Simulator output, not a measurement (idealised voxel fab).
process module | voxel self aligned vias
cross-section cut | 140 nm wide | cells 5 nm
A cross-section is a grid of square cells, given in bands from the top down. A band is one or more rows of cells.
Each band's line starts with the height of the band's top and of its bottom, in nm. Then come its materials from left to right, each with its width in nm. One material with "throughout" fills the band from edge to edge. "air" is empty space.
Height 0 is the level under which the wafer as received is all one material. The lowest band goes on downwards, as in "0 down".
A width such as "30 to 40" changes by the same amount from each row of cells to the next, from the band's top row to its bottom row.
"no change" after a step means that no cell of the cross-section changed.
closed voids: empty space of 8 cells or more with no open way to the top, each as width x height at its distance from the left edge, in nm
after a step's settings: what the simulator itself notes on the step
overlay nm, on a step with a mask: how far to the right of its planned place the mask lay; to the left if negative
plan
1 op RECEIVE | material Si
2 op CONFORMAL_DEP | material SiO2 | thk nm 10
3 op CONFORMAL_DEP | material SiCN | thk nm 5
4 op DIRECTIONAL_DEP | material lowk | thk nm 30
5 op PATTERN | tone open | mask id LINES | material resist | width nm 20 | pitch nm 45 | thk nm 20 | overlay nm 0
6 op DIRECTIONAL_ETCH | etch materials lowk | depth nm 30
7 op STRIP | etch materials resist
8 op CONFORMAL_DEP | material TiN | thk nm 5
9 op FILL_DEP | material W | thk nm 10
10 op CMP | height nm 45
11 op SELECTIVE_ETCH | etch materials W Ru TiN | depth nm 10
12 op FILL_DEP | material SiN | thk nm 5
13 op CMP | height nm 45
14 op DIRECTIONAL_DEP | material lowk | thk nm 20
15 op DIRECTIONAL_DEP | material aC | thk nm 10
16 op PATTERN | tone open | mask id VIAS | material resist | width nm 30 | pitch nm 45 | thk nm 25 | overlay nm 0
17 op DIRECTIONAL_ETCH | etch materials aC | depth nm 10
18 op STRIP | etch materials resist
19 op DIRECTIONAL_ETCH | etch materials lowk | depth nm 20
20 op DIRECTIONAL_ETCH | etch materials SiN | depth nm 10
21 op STRIP | etch materials aC
22 op CONFORMAL_DEP | material TiN | thk nm 5
23 op FILL_DEP | material Cu | thk nm 10
24 op CMP | height nm 65
25 op CONFORMAL_DEP | material SiCN | thk nm 5
as received, after step 1
  0 down: Si throughout
  closed voids: none
a wafer at the end: this start, this plan, one mistake
  70 to 65: SiCN throughout
  65 to 50: lowk 30 | TiN 5 | Cu 20 | TiN 5 | lowk 15 | TiN 5 | Cu 20 | TiN 5 | lowk 35
  50 to 45: lowk 30 | TiN 30 | lowk 15 | TiN 30 | lowk 35
  45 to 35: SiN 30 | TiN 5 | lowk 20 | TiN 5 | SiN 15 | TiN 5 | lowk 20 | TiN 5 | SiN 35
  35 to 20: W 30 | TiN 5 | lowk 20 | TiN 5 | W 15 | TiN 5 | lowk 20 | TiN 5 | W 35
  20 to 15: TiN 35 | lowk 20 | TiN 25 | lowk 20 | TiN 40
  15 to 10: SiCN throughout
  10 to 0: SiO2 throughout
  0 down: Si throughout
  closed voids: none
what went wrong: step 5 ran as: op PATTERN | tone cover | mask id LINES | material resist | width nm 20 | pitch nm 45 | thk nm 20 | overlay nm 0
